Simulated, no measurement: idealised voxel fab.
process module | voxel self aligned contacts
cross-section cut | 230 nm wide | cells 5 nm
A cross-section is a grid of square cells, given in bands from the top down. A band is one or more rows of cells.
Each band's line starts with the height of the band's top and of its bottom, in nm. Then come its materials from left to right, each with its width in nm. One material with "throughout" fills the band from edge to edge. "air" is empty space.
Height 0 is the level under which the wafer as received is all one material. The lowest band goes on downwards, as in "0 down".
A width such as "30 to 40" changes by the same amount from each row of cells to the next, from the band's top row to its bottom row.
"no change" after a step means that no cell of the cross-section changed.
closed voids: empty space of 8 cells or more with no open way to the top, each as width x height at its distance from the left edge, in nm
after a step's settings: what the simulator itself notes on the step
overlay nm, on a step with a mask: how far to the right of its planned place the mask lay; to the left if negative
plan
1 op RECEIVE | material Si
2 op CONFORMAL_DEP | material SiO2 | thk nm 5
3 op DIRECTIONAL_DEP | material polySi | thk nm 25
4 op DIRECTIONAL_DEP | material SiN | thk nm 20
5 op DIRECTIONAL_DEP | material aC | thk nm 15
6 op PATTERN | tone cover | mask id GATE | material resist | width nm 30 | pitch nm 55 | thk nm 30 | overlay nm 0
7 op DIRECTIONAL_ETCH | etch materials aC | depth nm 15
8 op STRIP | etch materials resist
9 op DIRECTIONAL_ETCH | etch materials SiN | depth nm 20
10 op DIRECTIONAL_ETCH | etch materials polySi | depth nm 25
11 op STRIP | etch materials aC
12 op CONFORMAL_DEP | material SiN | thk nm 5
13 op DIRECTIONAL_ETCH | etch materials SiN | depth nm 5
14 op FILL_DEP | material SiO2 | thk nm 15
15 op CMP | height nm 60
16 op DIRECTIONAL_DEP | material aC | thk nm 15
17 op PATTERN | tone open | mask id CONTACT | material resist | width nm 35 | thk nm 35 | overlay nm 0
18 op DIRECTIONAL_ETCH | etch materials aC | depth nm 15
19 op STRIP | etch materials resist
20 op DIRECTIONAL_ETCH | etch materials SiO2 | depth nm 60
21 op STRIP | etch materials aC
22 op CONFORMAL_DEP | material TiN | thk nm 5
23 op FILL_DEP | material W | thk nm 5
24 op CMP | height nm 60
25 op CONFORMAL_DEP | material SiN | thk nm 5
as received, after step 1
  0 down: Si throughout
  closed voids: none
first wafer at the end, as planned
  65 to 60: SiN throughout
  60 to 50: SiO2 95 | TiN 5 to 15 | W 25 to 5 | TiN 5 to 15 | SiO2 100
  50 to 30: SiO2 65 | SiN 40 | TiN 5 | W 5 | TiN 5 | SiN 40 | SiO2 70
  30 to 5: SiO2 65 | SiN 5 | polySi 30 | SiN 5 | TiN 5 | W 5 | TiN 5 | SiN 5 | polySi 30 | SiN 5 | SiO2 70
  5 to 0: SiO2 105 | TiN 15 | SiO2 110
  0 down: Si throughout
  closed voids: none
second wafer at the end: like start, like plan, one mistake
  65 to 60: SiN throughout
  60 to 50: SiO2 105 | TiN 5 | W 25 to 5 | TiN 5 to 25 | SiO2 90
  50 to 30: SiO2 65 | SiN 40 | TiN 5 | W 5 | TiN 5 | SiN 40 | SiO2 70
  30 to 5: SiO2 65 | SiN 5 | polySi 30 | SiN 5 | TiN 5 | W 5 | TiN 5 | SiN 5 | polySi 30 | SiN 5 | SiO2 70
  5 to 0: SiO2 105 | TiN 15 | SiO2 110
  0 down: Si throughout
  closed voids: none
what went wrong: step 17 ran as: op PATTERN | tone open | mask id CONTACT | material resist | width nm 35 | thk nm 35 | overlay nm 10
at the end the second wafer has, in cells: as many of each material as the first, in other places
